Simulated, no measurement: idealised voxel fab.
Module name: voxel lift off (process module)
For reference, the cross-section in this document is cut, with width 290 nm and square cells of 5 nm.
We lay out every cross-section as a grid of square cells and spell it out in bands from the top down, where one band means one or more rows of cells. Top, bottom (nm), then materials left to right with widths (nm); lone material tagged "everywhere" fills the whole band edge to edge; "blank" = empty space. For the purposes of this specification, 0 denotes the height below which the wafer in its as-received condition is composed wholly of one material, and the lowermost band, lacking a lower limit, extends downward without end, as expressed in "z 0 and below". So if you see something like "30..40" for the width, read it as the top row of the band sitting at the first number and the bottom row at the second, with every row in between moving by the same amount as the last. Basically "remains unaltered" means that step didn't change any cell in the cross-section. Voids not open to the top, 8 cells minimum: see "Voids lacking openings". Written width x height at distance; distance is from the left edge; nm. The remark found on a step's line after its settings is issued by the simulator itself and pertains to that step. "overlay nm" on a masked step: distance the mask lay right of its planned place, negative for left.
### So here's the lineup of process steps we planned
1 RECEIVE with material Si
2 CONFORMAL_DEP with material SiO2, thk nm 5
3 PATTERN with tone open, mask id LINES, material resist, width nm 25, pitch nm 40, thk nm 25, overlay nm 0
4 DIRECTIONAL_DEP with material Ru, thk nm 10
5 STRIP with etch materials resist
6 CONFORMAL_DEP with material SiCN, thk nm 10
### Incoming wafer in cross-section (state: after step 1)
	z 0 and below: Si everywhere
	Voids lacking openings: none
### first wafer at the end, as planned
	z 25 to 15: blank 100; SiCN 85; blank 105
	z 15 to 5: SiCN 110; Ru 25; SiCN 15; Ru 25; SiCN 115
	z 5 to 0: SiO2 everywhere
	z 0 and below: Si everywhere
	Voids lacking openings: none
### Presented here is a cross-section of the second of the two wafers as it stood at the end of the module. It was started in the same manner and assigned the same plan as the first wafer; however, one mistake was made in its execution
	z 25 to 15: SiCN 120; blank 5; SiCN 35; blank 5; SiCN 125
	z 15 to 5: Ru 110; SiCN 25; Ru 15; SiCN 25; Ru 115
	z 5 to 0: SiO2 everywhere
	z 0 and below: Si everywhere
	Voids lacking openings: none
Where did the run depart from the plan? step 3 did not happen as planned, as run it was PATTERN with tone cover, mask id LINES, material resist, width nm 25, pitch nm 40, thk nm 25, overlay nm 0
Heads up, by the end the second wafer has more or fewer cells of some materials compared to the first: Ru +76 | SiCN +2
